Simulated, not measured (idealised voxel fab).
process module | voxel released beams
cross-section cut | 280 nm wide | cells 5 nm
A cross-section is a grid of square cells, given in bands from the top down. A band is one or more rows of cells.
Each band's line starts with the height of the band's top and of its bottom, in nm. Then come its materials from left to right, each with its width in nm. One material with "throughout" fills the band from edge to edge. "air" is empty space.
Height 0 is the level under which the wafer as received is all one material. The lowest band goes on downwards, as in "0 down".
A width such as "30 to 40" changes by the same amount from each row of cells to the next, from the band's top row to its bottom row.
"no change" after a step means that no cell of the cross-section changed.
closed voids: empty space of 8 cells or more with no open way to the top, each as width x height at its distance from the left edge, in nm
after a step's settings: what the simulator itself notes on the step
overlay nm, on a step with a mask: how far to the right of its planned place the mask lay; to the left if negative
plan
1 op RECEIVE | material Si
2 op CONFORMAL_DEP | material Al2O3 | thk nm 10
3 op DIRECTIONAL_DEP | material SiO2 | thk nm 15
4 op PATTERN | tone open | mask id ANCHOR | material resist | width nm 30 | thk nm 15 | overlay nm 0
5 op DIRECTIONAL_ETCH | etch materials SiO2 | depth nm 15
6 op STRIP | etch materials resist
7 op CONFORMAL_DEP | material SiN | thk nm 10
8 op PATTERN | tone cover | mask id BEAM | material resist | width nm 75 | thk nm 15 | overlay nm 0
9 op DIRECTIONAL_ETCH | etch materials SiN | depth nm 10
10 op STRIP | etch materials resist
11 op STRIP | etch materials SiO2
first wafer, as planned
as received, after step 1
  0 down: Si throughout
  closed voids: none
after step 2
  10 to 0: Al2O3 throughout
  below 0: unchanged
after step 3
  25 to 10: SiO2 throughout
  below 10: unchanged
after step 4
  40 to 25: resist 105 | air 30 | resist 145
  below 25: unchanged
after step 5
  40 to 25: resist 105 | air 30 | resist 145
  25 to 10: SiO2 105 | air 30 | SiO2 145
  below 10: unchanged
after step 6
  25 to 10: SiO2 105 | air 30 | SiO2 145
  below 10: unchanged
after step 7
  35 to 25: SiN 115 | air 10 | SiN 155
  25 to 20: SiO2 105 | SiN 10 | air 10 | SiN 10 | SiO2 145
  20 to 10: SiO2 105 | SiN 30 | SiO2 145
  below 10: unchanged
after step 8
  50 to 35: air 100 | resist 75 | air 105
  35 to 25: SiN 115 | resist 10 | SiN 155
  25 to 20: SiO2 105 | SiN 10 | resist 10 | SiN 10 | SiO2 145
  below 20: unchanged
after step 9
  50 to 35: air 100 | resist 75 | air 105
  35 to 25: air 100 | SiN 15 | resist 10 | SiN 50 | air 105
  below 25: unchanged
after step 10
  35 to 25: air 100 | SiN 15 | air 10 | SiN 50 | air 105
  25 to 20: SiO2 105 | SiN 10 | air 10 | SiN 10 | SiO2 145
  below 20: unchanged
after step 11
  35 to 25: air 100 | SiN 15 | air 10 | SiN 50 | air 105
  25 to 20: air 105 | SiN 10 | air 10 | SiN 10 | air 145
  20 to 10: air 105 | SiN 30 | air 145
  below 10: unchanged
second wafer: like start, like plan, one mistake. Through step 7 it matches the first wafer
when step 8 should have ended
  50 to 35: air 90 | resist 75 | air 115
  35 to 25: SiN 115 | resist 10 | SiN 155
  25 to 20: SiO2 105 | SiN 10 | resist 10 | SiN 10 | SiO2 145
  below 20: unchanged
when step 9 should have ended
  50 to 35: air 90 | resist 75 | air 115
  35 to 25: air 90 | SiN 25 | resist 10 | SiN 40 | air 115
  below 25: unchanged
when step 10 should have ended
  35 to 25: air 90 | SiN 25 | air 10 | SiN 40 | air 115
  25 to 20: SiO2 105 | SiN 10 | air 10 | SiN 10 | SiO2 145
  below 20: unchanged
when step 11 should have ended
  35 to 25: air 90 | SiN 25 | air 10 | SiN 40 | air 115
  25 to 20: air 105 | SiN 10 | air 10 | SiN 10 | air 145
  20 to 10: air 105 | SiN 30 | air 145
  below 10: unchanged
what went wrong: step 8 ran as: op PATTERN | tone cover | mask id BEAM | material resist | width nm 75 | thk nm 15 | overlay nm -10
at the end the second wafer has, in cells: as many of each material as the first, in other places
